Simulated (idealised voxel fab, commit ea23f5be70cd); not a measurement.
Module name: voxel gate over fins (process module)
Section cut is 265 nm wide and gridded with 5 nm square cells.
In what follows, cross-sections appear as grids of square cells, described through bands that run from the top down, where every band is one or more rows of cells. First you get the band's top height and its bottom height, in nm, and then the materials it's made of, left to right, with each width in nm. If you see a single material with "edge to edge", that one covers the band edge to edge. "air" is empty space. Height reference: 0 = level under which incoming wafer is all one material. Lowest band: no bottom, runs on downward, e.g. "top 0, no bottom". Width "30 to 40": first value at the band's top row of cells, second value at its bottom row, equal change from row to row. What does "no alteration" mean for a step? It means no cell of the cross-section changed in that step. Any empty space of 8 cells or more lacking an open way to the top shows up in "Closed voids list" as width x height at distance, distance from the left edge, in nm. That trailing text on a step's line, after the settings, is the simulator's own remark on the step. Among the settings permitted on a step's line is "overlay nm"; applied to a step with a mask, it specifies the extent to which the mask lay to the right of its planned position, whereas a negative figure signifies a position to the left.
[The following list gives the planned process steps]
1. op RECEIVE | material Si
2. op CONFORMAL_DEP | material SiN | thk nm 10
3. op MASKED_ETCH | tone cover | mask id FINS | width nm 15 | pitch nm 45 | etch materials SiN | depth nm 10 | overlay nm 0
4. op MASKED_ETCH | tone cover | mask id FINS | width nm 15 | pitch nm 45 | etch materials Si | depth nm 40 | overlay nm 0
5. op FILL_DEP | material SiO2 | thk nm 5
6. op CMP | height nm 10
7. op SELECTIVE_ETCH | etch materials SiO2 | depth nm 25
8. op STRIP | etch materials SiN
9. op CONFORMAL_DEP | material HfO2 | thk nm 5
10. op CONFORMAL_DEP | material TiN | thk nm 5
11. op FILL_DEP | material W | thk nm 15
12. op CMP | height nm 20
13. op CONFORMAL_DEP | material SiCN | thk nm 10
[The first of a set of two wafers, run to plan]
[as received, after step 1]
    top 0, no bottom = Si edge to edge
    Closed voids list: none
[The wafer in cross-section once step 2 is complete]
    top 10, bottom 0 = SiN edge to edge
    Unchanged below 0.
[The wafer in cross-section once step 3 is complete]
    top 10, bottom 0 = 80 of air | 15 of SiN | 30 of air | 15 of SiN | 30 of air | 15 of SiN | 80 of air
    Unchanged below 0.
[The wafer in cross-section once step 4 is complete]
    top 10, bottom 0 = 80 of air | 15 of SiN | 30 of air | 15 of SiN | 30 of air | 15 of SiN | 80 of air
    top 0, bottom -40 = 80 of air | 15 of Si | 30 of air | 15 of Si | 30 of air | 15 of Si | 80 of air
    Unchanged below -40.
[The wafer in cross-section once step 5 is complete]
    top 15, bottom 10 = SiO2 edge to edge
    top 10, bottom 0 = 80 of SiO2 | 15 of SiN | 30 of SiO2 | 15 of SiN | 30 of SiO2 | 15 of SiN | 80 of SiO2
    top 0, bottom -40 = 80 of SiO2 | 15 of Si | 30 of SiO2 | 15 of Si | 30 of SiO2 | 15 of Si | 80 of SiO2
    Unchanged below -40.
[The wafer in cross-section once step 6 is complete]
    top 10, bottom 0 = 80 of SiO2 | 15 of SiN | 30 of SiO2 | 15 of SiN | 30 of SiO2 | 15 of SiN | 80 of SiO2
    Unchanged below 0.
[The wafer in cross-section once step 7 is complete]
    top 10, bottom 0 = 80 of air | 15 of SiN | 30 of air | 15 of SiN | 30 of air | 15 of SiN | 80 of air
    top 0, bottom -15 = 80 of air | 15 of Si | 30 of air | 15 of Si | 30 of air | 15 of Si | 80 of air
    Unchanged below -15.
[The wafer in cross-section once step 8 is complete]
    top 0, bottom -15 = 80 of air | 15 of Si | 30 of air | 15 of Si | 30 of air | 15 of Si | 80 of air
    Unchanged below -15.
[The wafer in cross-section once step 9 is complete]
    top 5, bottom 0 = 75 of air | 25 of HfO2 | 20 of air | 25 of HfO2 | 20 of air | 25 of HfO2 | 75 of air
    top 0, bottom -10 = 75 of air | 5 of HfO2 | 15 of Si | 5 of HfO2 | 20 of air | 5 of HfO2 | 15 of Si | 5 of HfO2 | 20 of air | 5 of HfO2 | 15 of Si | 5 of HfO2 | 75 of air
    top -10, bottom -15 = 80 of HfO2 | 15 of Si | 30 of HfO2 | 15 of Si | 30 of HfO2 | 15 of Si | 80 of HfO2
    Unchanged below -15.
[The wafer in cross-section once step 10 is complete]
    top 10, bottom 5 = 70 of air | 35 of TiN | 10 of air | 35 of TiN | 10 of air | 35 of TiN | 70 of air
    top 5, bottom 0 = 70 of air | 5 of TiN | 25 of HfO2 | 5 of TiN | 10 of air | 5 of TiN | 25 of HfO2 | 5 of TiN | 10 of air | 5 of TiN | 25 of HfO2 | 5 of TiN | 70 of air
    top 0, bottom -5 = 70 of air | 5 of TiN | 5 of HfO2 | 15 of Si | 5 of HfO2 | 5 of TiN | 10 of air | 5 of TiN | 5 of HfO2 | 15 of Si | 5 of HfO2 | 5 of TiN | 10 of air | 5 of TiN | 5 of HfO2 | 15 of Si | 5 of HfO2 | 5 of TiN | 70 of air
    top -5, bottom -10 = 75 of TiN | 5 of HfO2 | 15 of Si | 5 of HfO2 | 20 of TiN | 5 of HfO2 | 15 of Si | 5 of HfO2 | 20 of TiN | 5 of HfO2 | 15 of Si | 5 of HfO2 | 75 of TiN
    Unchanged below -10.
[The wafer in cross-section once step 11 is complete]
    top 25, bottom 10 = W edge to edge
    top 10, bottom 5 = 70 of W | 35 of TiN | 10 of W | 35 of TiN | 10 of W | 35 of TiN | 70 of W
    top 5, bottom 0 = 70 of W | 5 of TiN | 25 of HfO2 | 5 of TiN | 10 of W | 5 of TiN | 25 of HfO2 | 5 of TiN | 10 of W | 5 of TiN | 25 of HfO2 | 5 of TiN | 70 of W
    top 0, bottom -5 = 70 of W | 5 of TiN | 5 of HfO2 | 15 of Si | 5 of HfO2 | 5 of TiN | 10 of W | 5 of TiN | 5 of HfO2 | 15 of Si | 5 of HfO2 | 5 of TiN | 10 of W | 5 of TiN | 5 of HfO2 | 15 of Si | 5 of HfO2 | 5 of TiN | 70 of W
    Unchanged below -5.
[The wafer in cross-section once step 12 is complete]
    top 20, bottom 10 = W edge to edge
    Unchanged below 10.
[The wafer in cross-section once step 13 is complete]
    top 30, bottom 20 = SiCN edge to edge
    Unchanged below 20.
[Second Wafer (Identical Start and Plan, One Processing Error; Matches First Wafer Through Step 3)]
[Cross-section of the second wafer at the time step 4 of the plan should have ended]
    top 10, bottom 0 = 80 of air | 15 of SiN | 30 of air | 15 of SiN | 30 of air | 15 of SiN | 80 of air
    top 0, bottom -80 = 80 of air | 15 of Si | 30 of air | 15 of Si | 30 of air | 15 of Si | 80 of air
    Unchanged below -80.
[Cross-section of the second wafer at the time step 5 of the plan should have ended]
    top 15, bottom 10 = SiO2 edge to edge
    top 10, bottom 0 = 80 of SiO2 | 15 of SiN | 30 of SiO2 | 15 of SiN | 30 of SiO2 | 15 of SiN | 80 of SiO2
    top 0, bottom -80 = 80 of SiO2 | 15 of Si | 30 of SiO2 | 15 of Si | 30 of SiO2 | 15 of Si | 80 of SiO2
    Unchanged below -80.
[Cross-section of the second wafer at the time step 6 of the plan should have ended]
    top 10, bottom 0 = 80 of SiO2 | 15 of SiN | 30 of SiO2 | 15 of SiN | 30 of SiO2 | 15 of SiN | 80 of SiO2
    Unchanged below 0.
[Cross-section of the second wafer at the time step 7 of the plan should have ended]
    top 10, bottom 0 = 80 of air | 15 of SiN | 30 of air | 15 of SiN | 30 of air | 15 of SiN | 80 of air
    top 0, bottom -15 = 80 of air | 15 of Si | 30 of air | 15 of Si | 30 of air | 15 of Si | 80 of air
    Unchanged below -15.
[Cross-section of the second wafer at the time step 8 of the plan should have ended]
    top 0, bottom -15 = 80 of air | 15 of Si | 30 of air | 15 of Si | 30 of air | 15 of Si | 80 of air
    Unchanged below -15.
[Cross-section of the second wafer at the time step 9 of the plan should have ended]
    top 5, bottom 0 = 75 of air | 25 of HfO2 | 20 of air | 25 of HfO2 | 20 of air | 25 of HfO2 | 75 of air
    top 0, bottom -10 = 75 of air | 5 of HfO2 | 15 of Si | 5 of HfO2 | 20 of air | 5 of HfO2 | 15 of Si | 5 of HfO2 | 20 of air | 5 of HfO2 | 15 of Si | 5 of HfO2 | 75 of air
    top -10, bottom -15 = 80 of HfO2 | 15 of Si | 30 of HfO2 | 15 of Si | 30 of HfO2 | 15 of Si | 80 of HfO2
    Unchanged below -15.
[Cross-section of the second wafer at the time step 10 of the plan should have ended]
    top 10, bottom 5 = 70 of air | 35 of TiN | 10 of air | 35 of TiN | 10 of air | 35 of TiN | 70 of air
    top 5, bottom 0 = 70 of air | 5 of TiN | 25 of HfO2 | 5 of TiN | 10 of air | 5 of TiN | 25 of HfO2 | 5 of TiN | 10 of air | 5 of TiN | 25 of HfO2 | 5 of TiN | 70 of air
    top 0, bottom -5 = 70 of air | 5 of TiN | 5 of HfO2 | 15 of Si | 5 of HfO2 | 5 of TiN | 10 of air | 5 of TiN | 5 of HfO2 | 15 of Si | 5 of HfO2 | 5 of TiN | 10 of air | 5 of TiN | 5 of HfO2 | 15 of Si | 5 of HfO2 | 5 of TiN | 70 of air
    top -5, bottom -10 = 75 of TiN | 5 of HfO2 | 15 of Si | 5 of HfO2 | 20 of TiN | 5 of HfO2 | 15 of Si | 5 of HfO2 | 20 of TiN | 5 of HfO2 | 15 of Si | 5 of HfO2 | 75 of TiN
    Unchanged below -10.
[Cross-section of the second wafer at the time step 11 of the plan should have ended]
    top 25, bottom 10 = W edge to edge
    top 10, bottom 5 = 70 of W | 35 of TiN | 10 of W | 35 of TiN | 10 of W | 35 of TiN | 70 of W
    top 5, bottom 0 = 70 of W | 5 of TiN | 25 of HfO2 | 5 of TiN | 10 of W | 5 of TiN | 25 of HfO2 | 5 of TiN | 10 of W | 5 of TiN | 25 of HfO2 | 5 of TiN | 70 of W
    top 0, bottom -5 = 70 of W | 5 of TiN | 5 of HfO2 | 15 of Si | 5 of HfO2 | 5 of TiN | 10 of W | 5 of TiN | 5 of HfO2 | 15 of Si | 5 of HfO2 | 5 of TiN | 10 of W | 5 of TiN | 5 of HfO2 | 15 of Si | 5 of HfO2 | 5 of TiN | 70 of W
    Unchanged below -5.
[Cross-section of the second wafer at the time step 12 of the plan should have ended]
    top 20, bottom 10 = W edge to edge
    Unchanged below 10.
[Cross-section of the second wafer at the time step 13 of the plan should have ended]
    top 30, bottom 20 = SiCN edge to edge
    Unchanged below 20.
The mistake made against the process plan was this: step 4 from the plan got run twice
Bottom line after processing is that, in cells, the second wafer is up or down on some materials versus the first: 352 fewer of Si | 352 more of SiO2
